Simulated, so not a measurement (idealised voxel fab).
This is a process module. Its name is voxel quadruple lines.
The width of the displayed cross-section, cut, is 275 nm; its cells are square, with a size of 5 nm.
Heads up, the way a cross-section reads in here is a grid of square cells, handed over as bands from the top down, with every band being one or more rows of cells.
Each band's line starts with the height of the band's top and of its bottom, in nm. Then come its materials from left to right, each with its width in nm. One material with "edge to edge" fills the band from edge to edge. "empty" is empty space.
Heights are expressed relative to 0, this being the level below which the as-received wafer comprises one material exclusively. The lowest band is unbounded in the downward direction and is denoted as in "top 0, no bottom".
So if you see something like "30..40" for the width, read it as the top row of the band sitting at the first number and the bottom row at the second, with every row in between moving by the same amount as the last.
"stayed the same" for a step: no cell of the cross-section changed in that step.
Heads up: "Closed void roster" only lists the empty pockets with no open path to the top that are 8 cells or more, and it writes them as width x height at distance, distance from the left edge, in nm.
It should be noted that, on the line of a given step, the content following the step's settings is a remark produced by the simulator itself with respect to that step.
What "overlay nm" on a step's line means: if the step has a mask, that mask lay this far to the right of its planned place, or, when the value is negative, to the left.

-- The planned process steps are enumerated hereunder
| 1 | RECEIVE (material Si) |
| 2 | CONFORMAL_DEP (material SiO2; thk nm 10) |
| 3 | DIRECTIONAL_DEP (material Ru; thk nm 10) |
| 4 | DIRECTIONAL_DEP (material polySi; thk nm 15) |
| 5 | DIRECTIONAL_DEP (material aC; thk nm 25) |
| 6 | PATTERN (tone cover; mask id MANDREL; material resist; width nm 25; thk nm 35; overlay nm 0) |
| 7 | DIRECTIONAL_ETCH (etch materials aC; depth nm 25) |
| 8 | STRIP (etch materials resist) |
| 9 | CONFORMAL_DEP (material SiO2; thk nm 15) |
| 10 | DIRECTIONAL_ETCH (etch materials SiO2; depth nm 15) |
| 11 | STRIP (etch materials aC) |
| 12 | DIRECTIONAL_ETCH (etch materials polySi; depth nm 15) |
| 13 | STRIP (etch materials SiO2) |
| 14 | CONFORMAL_DEP (material SiCN; thk nm 5) |
| 15 | DIRECTIONAL_ETCH (etch materials SiCN; depth nm 5) |
| 16 | STRIP (etch materials polySi) |
| 17 | DIRECTIONAL_ETCH (etch materials Ru; depth nm 10) |
| 18 | STRIP (etch materials SiCN) |

-- Incoming wafer, cross-sectional view, post step 1
	top 0, no bottom = Si edge to edge
	Closed void roster: none

-- Cross-section, first of two wafers, end of module, run as planned
	top 20, bottom 10 = empty: 105 / Ru: 5 / empty: 15 / Ru: 5 / empty: 15 / Ru: 5 / empty: 15 / Ru: 5 / empty: 105
	top 10, bottom 0 = SiO2 edge to edge
	top 0, no bottom = Si edge to edge
	Closed void roster: none

-- Wafer two (of two), end-of-module cross-section: start = wafer one, plan = wafer one, one run mistake
	top 25, bottom 10 = Ru edge to edge
	top 10, bottom 0 = SiO2 edge to edge
	top 0, no bottom = Si edge to edge
	Closed void roster: none
Finding, execution versus plan: step 4 ran with different settings than intended, the actual operation and settings being DIRECTIONAL_DEP (material Ru; thk nm 15)
Upon completion, the second wafer contains, in terms of cells, a greater or smaller amount of certain materials than the first wafer: +157 Ru
